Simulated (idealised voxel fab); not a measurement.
process module | voxel self aligned contacts
cross-section cut | 165 nm wide | cells 5 nm
A cross-section is a grid of square cells, given in bands from the top down. A band is one or more rows of cells.
Each band's line starts with the height of the band's top and of its bottom, in nm. Then come its materials from left to right, each with its width in nm. One material with "throughout" fills the band from edge to edge. "air" is empty space.
Height 0 is the level under which the wafer as received is all one material. The lowest band goes on downwards, as in "0 down".
A width such as "30 to 40" changes by the same amount from each row of cells to the next, from the band's top row to its bottom row.
"no change" after a step means that no cell of the cross-section changed.
closed voids: empty space of 8 cells or more with no open way to the top, each as width x height at its distance from the left edge, in nm
after a step's settings: what the simulator itself notes on the step
overlay nm, on a step with a mask: how far to the right of its planned place the mask lay; to the left if negative
plan
1 op RECEIVE | material Si
2 op CONFORMAL_DEP | material SiO2 | thk nm 5
3 op DIRECTIONAL_DEP | material polySi | thk nm 20
4 op DIRECTIONAL_DEP | material SiN | thk nm 20
5 op DIRECTIONAL_DEP | material aC | thk nm 15
6 op PATTERN | tone cover | mask id GATE | material resist | width nm 30 | pitch nm 75 | thk nm 35 | overlay nm 0
7 op DIRECTIONAL_ETCH | etch materials aC | depth nm 15
8 op STRIP | etch materials resist
9 op DIRECTIONAL_ETCH | etch materials SiN | depth nm 20
10 op DIRECTIONAL_ETCH | etch materials polySi | depth nm 20
11 op STRIP | etch materials aC
12 op CONFORMAL_DEP | material SiN | thk nm 10
13 op DIRECTIONAL_ETCH | etch materials SiN | depth nm 10
14 op FILL_DEP | material SiO2 | thk nm 15
15 op CMP | height nm 55
16 op DIRECTIONAL_DEP | material aC | thk nm 10
17 op PATTERN | tone open | mask id CONTACT | material resist | width nm 55 | thk nm 30 | overlay nm 0
18 op DIRECTIONAL_ETCH | etch materials aC | depth nm 10
19 op STRIP | etch materials resist
20 op DIRECTIONAL_ETCH | etch materials SiO2 | depth nm 55
21 op STRIP | etch materials aC
22 op CONFORMAL_DEP | material TiN | thk nm 5
23 op FILL_DEP | material Ru | thk nm 10
24 op CMP | height nm 55
25 op CONFORMAL_DEP | material SiCN | thk nm 5
as received, after step 1
  0 down: Si throughout
  closed voids: none
a wafer at the end: this start, this plan, one mistake
  60 to 55: SiCN throughout
  55 to 50: SiO2 20 | SiN 50 | TiN 5 | Ru 15 | TiN 5 | SiN 50 | SiO2 20
  50 to 45: SiO2 20 | SiN 50 | TiN 25 | SiN 50 | SiO2 20
  45 to 25: SiN throughout
  25 to 5: polySi throughout
  5 to 0: SiO2 throughout
  0 down: Si throughout
  closed voids: none
what went wrong: step 4 was run twice
